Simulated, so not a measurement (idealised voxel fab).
process module | voxel transistor to metal
cross-section cut | 145 nm wide | cells 5 nm
A cross-section is a grid of square cells, given in bands from the top down. A band is one or more rows of cells.
Each band's line starts with the height of the band's top and of its bottom, in nm. Then come its materials from left to right, each with its width in nm. One material with "throughout" fills the band from edge to edge. "air" is empty space.
Height 0 is the level under which the wafer as received is all one material. The lowest band goes on downwards, as in "0 down".
A width such as "30 to 40" changes by the same amount from each row of cells to the next, from the band's top row to its bottom row.
"no change" after a step means that no cell of the cross-section changed.
closed voids: empty space of 8 cells or more with no open way to the top, each as width x height at its distance from the left edge, in nm
after a step's settings: what the simulator itself notes on the step
overlay nm, on a step with a mask: how far to the right of its planned place the mask lay; to the left if negative
plan
1 op RECEIVE | material Si
2 op OXIDIZE | depth nm 5
3 op CONFORMAL_DEP | material SiN | thk nm 10
4 op PATTERN | tone cover | mask id ACTIVE | material resist | width nm 85 | thk nm 15 | overlay nm 0
5 op DIRECTIONAL_ETCH | etch materials SiN | depth nm 10
6 op DIRECTIONAL_ETCH | etch materials SiO2 | depth nm 5
7 op DIRECTIONAL_ETCH | etch materials Si | depth nm 25
8 op STRIP | etch materials resist
9 op FILL_DEP | material SiO2 | thk nm 5
10 op CMP | height nm 10
11 op SELECTIVE_ETCH | etch materials SiO2 | depth nm 5
12 op STRIP | etch materials SiN
13 op SELECTIVE_ETCH | etch materials SiO2 | depth nm 5
14 op OXIDIZE | depth nm 5
15 op DIRECTIONAL_DEP | material polySi | thk nm 25
16 op DIRECTIONAL_DEP | material SiCN | thk nm 15
17 op MASKED_ETCH | tone cover | mask id GATE | width nm 15 | etch materials SiCN | depth nm 25 | overlay nm 0
18 op MASKED_ETCH | tone cover | mask id GATE | width nm 15 | etch materials polySi | depth nm 35 | overlay nm 0
19 op CONFORMAL_DEP | material SiO2 | thk nm 5
20 op DIRECTIONAL_ETCH | etch materials SiO2 | depth nm 5
21 op CONFORMAL_DEP | material SiN | thk nm 10
22 op DIRECTIONAL_ETCH | etch materials SiN | depth nm 10
23 op DIRECTIONAL_ETCH | etch materials SiO2 | depth nm 5
24 op DIRECTIONAL_ETCH | etch materials Si | depth nm 5
25 op EPI | material SiGe | thk nm 5
26 op FILL_DEP | material SiO2 | thk nm 10
27 op CMP | height nm 35
28 op DIRECTIONAL_DEP | material SiO2 | thk nm 15
29 op PATTERN | tone open | mask id CONTACT | material resist | width nm 25 | pitch nm 50 | thk nm 15 | overlay nm 0
30 op DIRECTIONAL_ETCH | etch materials SiO2 | depth nm 55
31 op STRIP | etch materials resist
32 op CONFORMAL_DEP | material TiN | thk nm 5
33 op FILL_DEP | material W | thk nm 5
34 op CMP | height nm 50
35 op DIRECTIONAL_DEP | material TiN | thk nm 5
36 op DIRECTIONAL_DEP | material W | thk nm 25
37 op MASKED_ETCH | tone cover | mask id METAL_1 | width nm 15 | pitch nm 60 | etch materials W | depth nm 25 | overlay nm 0
38 op MASKED_ETCH | tone cover | mask id METAL_1 | width nm 15 | pitch nm 60 | etch materials TiN | depth nm 5 | overlay nm 0
39 op CONFORMAL_DEP | material SiCN | thk nm 5
40 op FILL_DEP | material SiO2 | thk nm 10
41 op CMP | height nm 80
42 op CONFORMAL_DEP | material SiCN | thk nm 5
first wafer, as planned
as received, after step 1
  0 down: Si throughout
  closed voids: none
after step 2
  0 to -5: SiO2 throughout
  below -5: unchanged
after step 3
  10 to 0: SiN throughout
  below 0: unchanged
after step 4
  25 to 10: air 30 | resist 85 | air 30
  below 10: unchanged
after step 5
  25 to 10: air 30 | resist 85 | air 30
  10 to 0: air 30 | SiN 85 | air 30
  below 0: unchanged
after step 6
  25 to 10: air 30 | resist 85 | air 30
  10 to 0: air 30 | SiN 85 | air 30
  0 to -5: air 30 | SiO2 85 | air 30
  below -5: unchanged
after step 7
  25 to 10: air 30 | resist 85 | air 30
  10 to 0: air 30 | SiN 85 | air 30
  0 to -5: air 30 | SiO2 85 | air 30
  -5 to -30: air 30 | Si 85 | air 30
  below -30: unchanged
after step 8
  10 to 0: air 30 | SiN 85 | air 30
  below 0: unchanged
after step 9
  15 to 10: SiO2 throughout
  10 to 0: SiO2 30 | SiN 85 | SiO2 30
  0 to -5: SiO2 throughout
  -5 to -30: SiO2 30 | Si 85 | SiO2 30
  below -30: unchanged
after step 10
  10 to 0: SiO2 30 | SiN 85 | SiO2 30
  below 0: unchanged
after step 11
  10 to 5: air 30 | SiN 85 | air 30
  below 5: unchanged
after step 12
  5 to 0: SiO2 30 | air 85 | SiO2 30
  below 0: unchanged
after step 13
  0 to -5: SiO2 25 | air 95 | SiO2 25
  below -5: unchanged
after step 14
  0 to -5: SiO2 25 | air 95 | SiO2 25
  -5 to -10: SiO2 throughout
  below -10: unchanged
after step 15
  25 to 20: polySi 25 | air 95 | polySi 25
  20 to 0: polySi throughout
  0 to -5: SiO2 25 | polySi 95 | SiO2 25
  below -5: unchanged
after step 16
  40 to 35: SiCN 25 | air 95 | SiCN 25
  35 to 25: SiCN throughout
  25 to 20: polySi 25 | SiCN 95 | polySi 25
  below 20: unchanged
after step 17
  35 to 25: air 65 | SiCN 15 | air 65
  25 to 20: polySi 25 | air 40 | SiCN 15 | air 40 | polySi 25
  below 20: unchanged
after step 18
  35 to 20: air 65 | SiCN 15 | air 65
  20 to 0: air 65 | polySi 15 | air 65
  0 to -5: SiO2 25 | air 40 | polySi 15 | air 40 | SiO2 25
  below -5: unchanged
after step 19
  40 to 35: air 60 | SiO2 25 | air 60
  35 to 20: air 60 | SiO2 5 | SiCN 15 | SiO2 5 | air 60
  20 to 5: air 60 | SiO2 5 | polySi 15 | SiO2 5 | air 60
  5 to 0: SiO2 30 | air 30 | SiO2 5 | polySi 15 | SiO2 5 | air 30 | SiO2 30
  0 to -5: SiO2 65 | polySi 15 | SiO2 65
  below -5: unchanged
after step 20
  35 to 20: air 60 | SiO2 5 | SiCN 15 | SiO2 5 | air 60
  20 to 0: air 60 | SiO2 5 | polySi 15 | SiO2 5 | air 60
  0 to -5: SiO2 30 | air 30 | SiO2 5 | polySi 15 | SiO2 5 | air 30 | SiO2 30
  below -5: unchanged
after step 21
  45 to 35: air 50 | SiN 45 | air 50
  35 to 20: air 50 | SiN 10 | SiO2 5 | SiCN 15 | SiO2 5 | SiN 10 | air 50
  20 to 10: air 50 | SiN 10 | SiO2 5 | polySi 15 | SiO2 5 | SiN 10 | air 50
  10 to 5: SiN 40 | air 10 | SiN 10 | SiO2 5 | polySi 15 | SiO2 5 | SiN 10 | air 10 | SiN 40
  5 to 0: SiN 60 | SiO2 5 | polySi 15 | SiO2 5 | SiN 60
  0 to -5: SiO2 30 | SiN 30 | SiO2 5 | polySi 15 | SiO2 5 | SiN 30 | SiO2 30
  below -5: unchanged
after step 22
  35 to 20: air 50 | SiN 10 | SiO2 5 | SiCN 15 | SiO2 5 | SiN 10 | air 50
  20 to 0: air 50 | SiN 10 | SiO2 5 | polySi 15 | SiO2 5 | SiN 10 | air 50
  0 to -5: SiO2 30 | SiN 10 | air 10 | SiN 10 | SiO2 5 | polySi 15 | SiO2 5 | SiN 10 | air 10 | SiN 10 | SiO2 30
  below -5: unchanged
after step 23
  35 to 30: air 50 | SiN 10 | air 5 | SiCN 15 | air 5 | SiN 10 | air 50
  30 to 20: air 50 | SiN 10 | SiO2 5 | SiCN 15 | SiO2 5 | SiN 10 | air 50
  20 to 0: air 50 | SiN 10 | SiO2 5 | polySi 15 | SiO2 5 | SiN 10 | air 50
  0 to -5: air 30 | SiN 10 | air 10 | SiN 10 | SiO2 5 | polySi 15 | SiO2 5 | SiN 10 | air 10 | SiN 10 | air 30
  -5 to -10: SiO2 40 | air 10 | SiO2 45 | air 10 | SiO2 40
  below -10: unchanged
after step 24
  35 to 30: air 50 | SiN 10 | air 5 | SiCN 15 | air 5 | SiN 10 | air 50
  30 to 20: air 50 | SiN 10 | SiO2 5 | SiCN 15 | SiO2 5 | SiN 10 | air 50
  20 to 0: air 50 | SiN 10 | SiO2 5 | polySi 15 | SiO2 5 | SiN 10 | air 50
  0 to -5: air 30 | SiN 10 | air 10 | SiN 10 | SiO2 5 | polySi 15 | SiO2 5 | SiN 10 | air 10 | SiN 10 | air 30
  -5 to -10: SiO2 40 | air 10 | SiO2 45 | air 10 | SiO2 40
  -10 to -15: SiO2 30 | Si 10 | air 10 | Si 45 | air 10 | Si 10 | SiO2 30
  below -15: unchanged
after step 25
  35 to 30: air 50 | SiN 10 | air 5 | SiCN 15 | air 5 | SiN 10 | air 50
  30 to 20: air 50 | SiN 10 | SiO2 5 | SiCN 15 | SiO2 5 | SiN 10 | air 50
  20 to 0: air 50 | SiN 10 | SiO2 5 | polySi 15 | SiO2 5 | SiN 10 | air 50
  0 to -5: air 30 | SiN 10 | air 10 | SiN 10 | SiO2 5 | polySi 15 | SiO2 5 | SiN 10 | air 10 | SiN 10 | air 30
  -5 to -10: SiO2 40 | SiGe 10 | SiO2 45 | SiGe 10 | SiO2 40
  -10 to -15: SiO2 30 | Si 10 | SiGe 10 | Si 45 | SiGe 10 | Si 10 | SiO2 30
  below -15: unchanged
after step 26
  45 to 35: SiO2 throughout
  35 to 20: SiO2 50 | SiN 10 | SiO2 5 | SiCN 15 | SiO2 5 | SiN 10 | SiO2 50
  20 to 0: SiO2 50 | SiN 10 | SiO2 5 | polySi 15 | SiO2 5 | SiN 10 | SiO2 50
  0 to -5: SiO2 30 | SiN 10 | SiO2 10 | SiN 10 | SiO2 5 | polySi 15 | SiO2 5 | SiN 10 | SiO2 10 | SiN 10 | SiO2 30
  below -5: unchanged
after step 27
  35 to 20: SiO2 50 | SiN 10 | SiO2 5 | SiCN 15 | SiO2 5 | SiN 10 | SiO2 50
  below 20: unchanged
after step 28
  50 to 35: SiO2 throughout
  below 35: unchanged
after step 29
  65 to 50: resist 35 | air 25 | resist 25 | air 25 | resist 35
  below 50: unchanged
after step 30
  65 to 50: resist 35 | air 25 | resist 25 | air 25 | resist 35
  50 to 35: SiO2 35 | air 25 | SiO2 25 | air 25 | SiO2 35
  35 to 20: SiO2 35 | air 15 | SiN 10 | SiO2 5 | SiCN 15 | SiO2 5 | SiN 10 | air 15 | SiO2 35
  20 to 0: SiO2 35 | air 15 | SiN 10 | SiO2 5 | polySi 15 | SiO2 5 | SiN 10 | air 15 | SiO2 35
  0 to -5: SiO2 30 | SiN 10 | air 10 | SiN 10 | SiO2 5 | polySi 15 | SiO2 5 | SiN 10 | air 10 | SiN 10 | SiO2 30
  below -5: unchanged
after step 31
  50 to 35: SiO2 35 | air 25 | SiO2 25 | air 25 | SiO2 35
  below 35: unchanged
after step 32
  55 to 50: TiN 40 | air 15 | TiN 35 | air 15 | TiN 40
  50 to 40: SiO2 35 | TiN 5 | air 15 | TiN 5 | SiO2 25 | TiN 5 | air 15 | TiN 5 | SiO2 35
  40 to 35: SiO2 35 | TiN 5 | air 5 | TiN 15 | SiO2 25 | TiN 15 | air 5 | TiN 5 | SiO2 35
  35 to 20: SiO2 35 | TiN 5 | air 5 | TiN 5 | SiN 10 | SiO2 5 | SiCN 15 | SiO2 5 | SiN 10 | TiN 5 | air 5 | TiN 5 | SiO2 35
  20 to 5: SiO2 35 | TiN 5 | air 5 | TiN 5 | SiN 10 | SiO2 5 | polySi 15 | SiO2 5 | SiN 10 | TiN 5 | air 5 | TiN 5 | SiO2 35
  5 to 0: SiO2 35 | TiN 15 | SiN 10 | SiO2 5 | polySi 15 | SiO2 5 | SiN 10 | TiN 15 | SiO2 35
  0 to -5: SiO2 30 | SiN 10 | TiN 10 | SiN 10 | SiO2 5 | polySi 15 | SiO2 5 | SiN 10 | TiN 10 | SiN 10 | SiO2 30
  below -5: unchanged
after step 33
  60 to 55: W throughout
  55 to 50: TiN 40 | W 15 | TiN 35 | W 15 | TiN 40
  50 to 40: SiO2 35 | TiN 5 | W 15 | TiN 5 | SiO2 25 | TiN 5 | W 15 | TiN 5 | SiO2 35
  40 to 35: SiO2 35 | TiN 5 | W 5 | TiN 15 | SiO2 25 | TiN 15 | W 5 | TiN 5 | SiO2 35
  35 to 20: SiO2 35 | TiN 5 | W 5 | TiN 5 | SiN 10 | SiO2 5 | SiCN 15 | SiO2 5 | SiN 10 | TiN 5 | W 5 | TiN 5 | SiO2 35
  20 to 5: SiO2 35 | TiN 5 | W 5 | TiN 5 | SiN 10 | SiO2 5 | polySi 15 | SiO2 5 | SiN 10 | TiN 5 | W 5 | TiN 5 | SiO2 35
  below 5: unchanged
after step 34
  50 to 40: SiO2 35 | TiN 5 | W 15 | TiN 5 | SiO2 25 | TiN 5 | W 15 | TiN 5 | SiO2 35
  below 40: unchanged
after step 35
  55 to 50: TiN throughout
  below 50: unchanged
after step 36
  80 to 55: W throughout
  below 55: unchanged
after step 37
  80 to 55: air 35 | W 15 | air 45 | W 15 | air 35
  below 55: unchanged
after step 38
  80 to 55: air 35 | W 15 | air 45 | W 15 | air 35
  55 to 50: air 35 | TiN 15 | air 45 | TiN 15 | air 35
  below 50: unchanged
after step 39
  85 to 80: air 30 | SiCN 25 | air 35 | SiCN 25 | air 30
  80 to 55: air 30 | SiCN 5 | W 15 | SiCN 5 | air 35 | SiCN 5 | W 15 | SiCN 5 | air 30
  55 to 50: SiCN 35 | TiN 15 | SiCN 45 | TiN 15 | SiCN 35
  below 50: unchanged
after step 40
  95 to 85: SiO2 throughout
  85 to 80: SiO2 30 | SiCN 25 | SiO2 35 | SiCN 25 | SiO2 30
  80 to 55: SiO2 30 | SiCN 5 | W 15 | SiCN 5 | SiO2 35 | SiCN 5 | W 15 | SiCN 5 | SiO2 30
  below 55: unchanged
after step 41
  80 to 55: SiO2 30 | SiCN 5 | W 15 | SiCN 5 | SiO2 35 | SiCN 5 | W 15 | SiCN 5 | SiO2 30
  below 55: unchanged
after step 42
  85 to 80: SiCN throughout
  below 80: unchanged
second wafer: like start, like plan, one mistake. Through step 21 it matches the first wafer
when step 22 should have ended
  40 to 35: air 50 | SiN 45 | air 50
  35 to 20: air 50 | SiN 10 | SiO2 5 | SiCN 15 | SiO2 5 | SiN 10 | air 50
  20 to 5: air 50 | SiN 10 | SiO2 5 | polySi 15 | SiO2 5 | SiN 10 | air 50
  5 to 0: SiN 40 | air 10 | SiN 10 | SiO2 5 | polySi 15 | SiO2 5 | SiN 10 | air 10 | SiN 40
  below 0: unchanged
when step 23 should have ended: no change
when step 24 should have ended: no change
when step 25 should have ended: no change
when step 26 should have ended
  50 to 40: SiO2 throughout
  40 to 35: SiO2 50 | SiN 45 | SiO2 50
  35 to 20: SiO2 50 | SiN 10 | SiO2 5 | SiCN 15 | SiO2 5 | SiN 10 | SiO2 50
  20 to 5: SiO2 50 | SiN 10 | SiO2 5 | polySi 15 | SiO2 5 | SiN 10 | SiO2 50
  5 to 0: SiN 40 | SiO2 10 | SiN 10 | SiO2 5 | polySi 15 | SiO2 5 | SiN 10 | SiO2 10 | SiN 40
  below 0: unchanged
when step 27 should have ended
  35 to 20: SiO2 50 | SiN 10 | SiO2 5 | SiCN 15 | SiO2 5 | SiN 10 | SiO2 50
  below 20: unchanged
when step 28 should have ended
  50 to 35: SiO2 throughout
  below 35: unchanged
when step 29 should have ended
  65 to 50: resist 35 | air 25 | resist 25 | air 25 | resist 35
  below 50: unchanged
when step 30 should have ended
  65 to 50: resist 35 | air 25 | resist 25 | air 25 | resist 35
  50 to 35: SiO2 35 | air 25 | SiO2 25 | air 25 | SiO2 35
  35 to 20: SiO2 35 | air 15 | SiN 10 | SiO2 5 | SiCN 15 | SiO2 5 | SiN 10 | air 15 | SiO2 35
  20 to 5: SiO2 35 | air 15 | SiN 10 | SiO2 5 | polySi 15 | SiO2 5 | SiN 10 | air 15 | SiO2 35
  5 to 0: SiN 40 | air 10 | SiN 10 | SiO2 5 | polySi 15 | SiO2 5 | SiN 10 | air 10 | SiN 40
  below 0: unchanged
when step 31 should have ended
  50 to 35: SiO2 35 | air 25 | SiO2 25 | air 25 | SiO2 35
  below 35: unchanged
when step 32 should have ended
  55 to 50: TiN 40 | air 15 | TiN 35 | air 15 | TiN 40
  50 to 40: SiO2 35 | TiN 5 | air 15 | TiN 5 | SiO2 25 | TiN 5 | air 15 | TiN 5 | SiO2 35
  40 to 35: SiO2 35 | TiN 5 | air 5 | TiN 15 | SiO2 25 | TiN 15 | air 5 | TiN 5 | SiO2 35
  35 to 20: SiO2 35 | TiN 5 | air 5 | TiN 5 | SiN 10 | SiO2 5 | SiCN 15 | SiO2 5 | SiN 10 | TiN 5 | air 5 | TiN 5 | SiO2 35
  20 to 10: SiO2 35 | TiN 5 | air 5 | TiN 5 | SiN 10 | SiO2 5 | polySi 15 | SiO2 5 | SiN 10 | TiN 5 | air 5 | TiN 5 | SiO2 35
  10 to 5: SiO2 35 | TiN 15 | SiN 10 | SiO2 5 | polySi 15 | SiO2 5 | SiN 10 | TiN 15 | SiO2 35
  5 to 0: SiN 40 | TiN 10 | SiN 10 | SiO2 5 | polySi 15 | SiO2 5 | SiN 10 | TiN 10 | SiN 40
  below 0: unchanged
when step 33 should have ended
  60 to 55: W throughout
  55 to 50: TiN 40 | W 15 | TiN 35 | W 15 | TiN 40
  50 to 40: SiO2 35 | TiN 5 | W 15 | TiN 5 | SiO2 25 | TiN 5 | W 15 | TiN 5 | SiO2 35
  40 to 35: SiO2 35 | TiN 5 | W 5 | TiN 15 | SiO2 25 | TiN 15 | W 5 | TiN 5 | SiO2 35
  35 to 20: SiO2 35 | TiN 5 | W 5 | TiN 5 | SiN 10 | SiO2 5 | SiCN 15 | SiO2 5 | SiN 10 | TiN 5 | W 5 | TiN 5 | SiO2 35
  20 to 10: SiO2 35 | TiN 5 | W 5 | TiN 5 | SiN 10 | SiO2 5 | polySi 15 | SiO2 5 | SiN 10 | TiN 5 | W 5 | TiN 5 | SiO2 35
  below 10: unchanged
when step 34 should have ended
  50 to 40: SiO2 35 | TiN 5 | W 15 | TiN 5 | SiO2 25 | TiN 5 | W 15 | TiN 5 | SiO2 35
  below 40: unchanged
when step 35 should have ended
  55 to 50: TiN throughout
  below 50: unchanged
when step 36 should have ended
  80 to 55: W throughout
  below 55: unchanged
when step 37 should have ended
  80 to 55: air 35 | W 15 | air 45 | W 15 | air 35
  below 55: unchanged
when step 38 should have ended
  80 to 55: air 35 | W 15 | air 45 | W 15 | air 35
  55 to 50: air 35 | TiN 15 | air 45 | TiN 15 | air 35
  below 50: unchanged
when step 39 should have ended
  85 to 80: air 30 | SiCN 25 | air 35 | SiCN 25 | air 30
  80 to 55: air 30 | SiCN 5 | W 15 | SiCN 5 | air 35 | SiCN 5 | W 15 | SiCN 5 | air 30
  55 to 50: SiCN 35 | TiN 15 | SiCN 45 | TiN 15 | SiCN 35
  below 50: unchanged
when step 40 should have ended
  95 to 85: SiO2 throughout
  85 to 80: SiO2 30 | SiCN 25 | SiO2 35 | SiCN 25 | SiO2 30
  80 to 55: SiO2 30 | SiCN 5 | W 15 | SiCN 5 | SiO2 35 | SiCN 5 | W 15 | SiCN 5 | SiO2 30
  below 55: unchanged
when step 41 should have ended
  80 to 55: SiO2 30 | SiCN 5 | W 15 | SiCN 5 | SiO2 35 | SiCN 5 | W 15 | SiCN 5 | SiO2 30
  below 55: unchanged
when step 42 should have ended
  85 to 80: SiCN throughout
  below 80: unchanged
what went wrong: step 22 ran as: op DIRECTIONAL_ETCH | etch materials SiN | depth nm 5
at the end the second wafer has, in cells: 4 more of Si | 8 fewer of SiGe | 20 more of SiN | 10 fewer of SiO2 | 4 fewer of TiN | 2 fewer of W
